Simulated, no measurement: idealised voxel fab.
Process module name: voxel transistor to metal
FYI the section here is cut, 285 nm wide, cells are 5 nm squares.
Bands, listed from the top down, are how a cross-section gets written in this document; the cross-section itself is a grid of square cells, and a band is one or more rows of them. This entry defines a band. It first specifies the height of the band's top and the height of its bottom in nm, and then specifies the band's materials from left to right, stating each material with its width in nm. The word "everywhere" identifies a single material that fills the band from edge to edge, while the word "empty" identifies empty space. Where do heights start? At 0: under that level the wafer as delivered is made of one material only. And the lowest band has no floor; it just carries on downward, as in "0 down". A width such as "30 to 40" changes by the same amount from each row of cells to the next, from the band's top row to its bottom row. When a step is marked "nothing was modified", none of the cells in the cross-section changed during that step. In "Closed void entries" the enclosed voids are listed, meaning empty spaces of 8 cells or larger without any opening to the top. The form is width x height at distance, distance from the left edge, units nm. Past the settings on a step's line: simulator remark, on that step. Each step line may optionally specify "overlay nm", which for a step with a mask gives the rightward distance between the mask's planned place and where it lay, a negative value indicating the leftward direction.
Planned process steps:
- 1: RECEIVE, material Si
- 2: CONFORMAL_DEP, material SiO2, thk nm 5
- 3: CONFORMAL_DEP, material SiN, thk nm 10
- 4: MASKED_ETCH, tone cover, mask id ACTIVE, width nm 95, pitch nm 125, etch materials SiN, depth nm 10, overlay nm 0
- 5: MASKED_ETCH, tone cover, mask id ACTIVE, width nm 95, pitch nm 125, etch materials SiO2, depth nm 5, overlay nm 0
- 6: MASKED_ETCH, tone cover, mask id ACTIVE, width nm 95, pitch nm 125, etch materials Si, depth nm 35, overlay nm 0
- 7: FILL_DEP, material SiO2, thk nm 10
- 8: CMP, height nm 15
- 9: SELECTIVE_ETCH, etch materials SiO2, depth nm 5
- 10: STRIP, etch materials SiN
- 11: SELECTIVE_ETCH, etch materials SiO2, depth nm 5
- 12: OXIDIZE, depth nm 5
- 13: DIRECTIONAL_DEP, material polySi, thk nm 20
- 14: DIRECTIONAL_DEP, material SiCN, thk nm 10
- 15: PATTERN, tone cover, mask id GATE, material resist, width nm 25, pitch nm 125, thk nm 20, overlay nm 0
- 16: DIRECTIONAL_ETCH, etch materials SiCN, depth nm 20
- 17: DIRECTIONAL_ETCH, etch materials polySi, depth nm 30
- 18: STRIP, etch materials resist
- 19: CONFORMAL_DEP, material SiN, thk nm 10
- 20: DIRECTIONAL_ETCH, etch materials SiN, depth nm 10
- 21: DIRECTIONAL_ETCH, etch materials SiO2, depth nm 5
- 22: DIRECTIONAL_ETCH, etch materials Si, depth nm 5
- 23: EPI, material SiGe, thk nm 10
- 24: FILL_DEP, material SiO2, thk nm 5
- 25: CMP, height nm 30
- 26: DIRECTIONAL_DEP, material SiO2, thk nm 10
- 27: MASKED_ETCH, tone open, mask id CONTACT, width nm 15, etch materials SiO2, depth nm 35, overlay nm 0
- 28: CONFORMAL_DEP, material TiN, thk nm 5
- 29: FILL_DEP, material Ru, thk nm 5
- 30: CMP, height nm 40
- 31: DIRECTIONAL_DEP, material TiN, thk nm 5
- 32: DIRECTIONAL_DEP, material Ru, thk nm 25
- 33: MASKED_ETCH, tone cover, mask id METAL_1, width nm 15, etch materials Ru, depth nm 25, overlay nm 0
- 34: MASKED_ETCH, tone cover, mask id METAL_1, width nm 15, etch materials TiN, depth nm 5, overlay nm 0
- 35: FILL_DEP, material lowk, thk nm 10
- 36: CMP, height nm 70
- 37: CONFORMAL_DEP, material SiN, thk nm 5
Received-state cross-section, reflecting completion of step 1:
* 0 down  Si everywhere
* Closed void entries: none
Looking at the first of two wafers in cross-section at end of module - ran to plan:
* 75 to 70  SiN everywhere
* 70 to 45  lowk: 35 | Ru: 15 | lowk: 55 | Ru: 15 | lowk: 40 | Ru: 15 | lowk: 55 | Ru: 15 | lowk: 40
* 45 to 40  lowk: 35 | TiN: 15 | lowk: 55 | TiN: 15 | lowk: 40 | TiN: 15 | lowk: 55 | TiN: 15 | lowk: 40
* 40 to 30  SiO2: 35 | TiN: 5 | Ru: 5 | TiN: 5 | SiO2: 55 | TiN: 5 | Ru: 5 | TiN: 5 | SiO2: 40 | TiN: 5 | Ru: 5 | TiN: 5 | SiO2: 55 | TiN: 5 | Ru: 5 | TiN: 5 | SiO2: 40
* 30 to 20  SiO2: 35 | TiN: 5 | Ru: 5 | TiN: 5 | SiO2: 5 | SiN: 10 | SiCN: 25 | SiN: 10 | SiO2: 5 | TiN: 5 | Ru: 5 | TiN: 5 | SiO2: 40 | TiN: 5 | Ru: 5 | TiN: 5 | SiO2: 5 | SiN: 10 | SiCN: 25 | SiN: 10 | SiO2: 5 | TiN: 5 | Ru: 5 | TiN: 5 | SiO2: 40
* 20 to 10  SiO2: 35 | TiN: 5 | Ru: 5 | TiN: 5 | SiO2: 5 | SiN: 10 | polySi: 25 | SiN: 10 | SiO2: 5 | TiN: 5 | Ru: 5 | TiN: 5 | SiO2: 40 | TiN: 5 | Ru: 5 | TiN: 5 | SiO2: 5 | SiN: 10 | polySi: 25 | SiN: 10 | SiO2: 5 | TiN: 5 | Ru: 5 | TiN: 5 | SiO2: 40
* 10 to 5  SiO2: 35 | TiN: 15 | SiO2: 5 | SiN: 10 | polySi: 25 | SiN: 10 | SiO2: 5 | TiN: 15 | SiO2: 40 | TiN: 15 | SiO2: 5 | SiN: 10 | polySi: 25 | SiN: 10 | SiO2: 5 | TiN: 15 | SiO2: 40
* 5 to 0  SiO2: 25 | SiN: 10 | SiGe: 20 | SiN: 10 | polySi: 25 | SiN: 10 | SiGe: 20 | SiN: 10 | SiO2: 20 | SiN: 10 | SiGe: 20 | SiN: 10 | polySi: 25 | SiN: 10 | SiGe: 20 | SiN: 10 | SiO2: 30
* 0 to -5  SiO2: 35 | SiGe: 20 | SiO2: 45 | SiGe: 20 | SiO2: 40 | SiGe: 20 | SiO2: 45 | SiGe: 20 | SiO2: 40
* -5 to -10  SiO2: 30 | Si: 5 | SiGe: 20 | Si: 45 | SiGe: 20 | Si: 5 | SiO2: 30 | Si: 5 | SiGe: 20 | Si: 45 | SiGe: 20 | Si: 5 | SiO2: 35
* -10 to -35  SiO2: 30 | Si: 95 | SiO2: 30 | Si: 95 | SiO2: 35
* -35 down  Si everywhere
* Closed void entries: none
Now the second wafer, cross-sectioned at the end of the module. Nothing different at the start, nothing different in the plan compared with the first, just one mistake when it was actually run:
* 75 to 70  SiN everywhere
* 70 to 45  lowk: 35 | Ru: 15 | lowk: 55 | Ru: 15 | lowk: 40 | Ru: 15 | lowk: 55 | Ru: 15 | lowk: 40
* 45 to 40  lowk: 35 | TiN: 15 | lowk: 55 | TiN: 15 | lowk: 40 | TiN: 15 | lowk: 55 | TiN: 15 | lowk: 40
* 40 to 30  SiO2: 30 | TiN: 5 | Ru: 15 | TiN: 5 | SiO2: 45 | TiN: 5 | Ru: 15 | TiN: 5 | SiO2: 30 | TiN: 5 | Ru: 15 | TiN: 5 | SiO2: 45 | TiN: 5 | Ru: 15 | TiN: 5 | SiO2: 35
* 30 to 20  SiO2: 30 | TiN: 5 | Ru: 15 | TiN: 5 | SiN: 10 | SiCN: 25 | SiN: 10 | TiN: 5 | Ru: 15 | TiN: 5 | SiO2: 30 | TiN: 5 | Ru: 15 | TiN: 5 | SiN: 10 | SiCN: 25 | SiN: 10 | TiN: 5 | Ru: 15 | TiN: 5 | SiO2: 35
* 20 to 10  SiO2: 30 | TiN: 5 | Ru: 15 | TiN: 5 | SiN: 10 | polySi: 25 | SiN: 10 | TiN: 5 | Ru: 15 | TiN: 5 | SiO2: 30 | TiN: 5 | Ru: 15 | TiN: 5 | SiN: 10 | polySi: 25 | SiN: 10 | TiN: 5 | Ru: 15 | TiN: 5 | SiO2: 35
* 10 to 5  SiO2: 30 | TiN: 25 | SiN: 10 | polySi: 25 | SiN: 10 | TiN: 25 | SiO2: 30 | TiN: 25 | SiN: 10 | polySi: 25 | SiN: 10 | TiN: 25 | SiO2: 35
* 5 to 0  SiO2: 25 | SiN: 10 | SiGe: 20 | SiN: 10 | polySi: 25 | SiN: 10 | SiGe: 20 | SiN: 10 | SiO2: 20 | SiN: 10 | SiGe: 20 | SiN: 10 | polySi: 25 | SiN: 10 | SiGe: 20 | SiN: 10 | SiO2: 30
* 0 to -5  SiO2: 35 | SiGe: 20 | SiO2: 45 | SiGe: 20 | SiO2: 40 | SiGe: 20 | SiO2: 45 | SiGe: 20 | SiO2: 40
* -5 to -10  SiO2: 30 | Si: 5 | SiGe: 20 | Si: 45 | SiGe: 20 | Si: 5 | SiO2: 30 | Si: 5 | SiGe: 20 | Si: 45 | SiGe: 20 | Si: 5 | SiO2: 35
* -10 to -35  SiO2: 30 | Si: 95 | SiO2: 30 | Si: 95 | SiO2: 35
* -35 down  Si everywhere
* Closed void entries: none
Run error: step 27 deviated from plan and actually ran as MASKED_ETCH, tone open, mask id CONTACT, width nm 25, etch materials SiO2, depth nm 35, overlay nm 0
The final cell counts differ between the wafers, with the second having more or fewer of some materials than the first: Ru: 48 more | SiO2: 56 fewer | TiN: 8 more
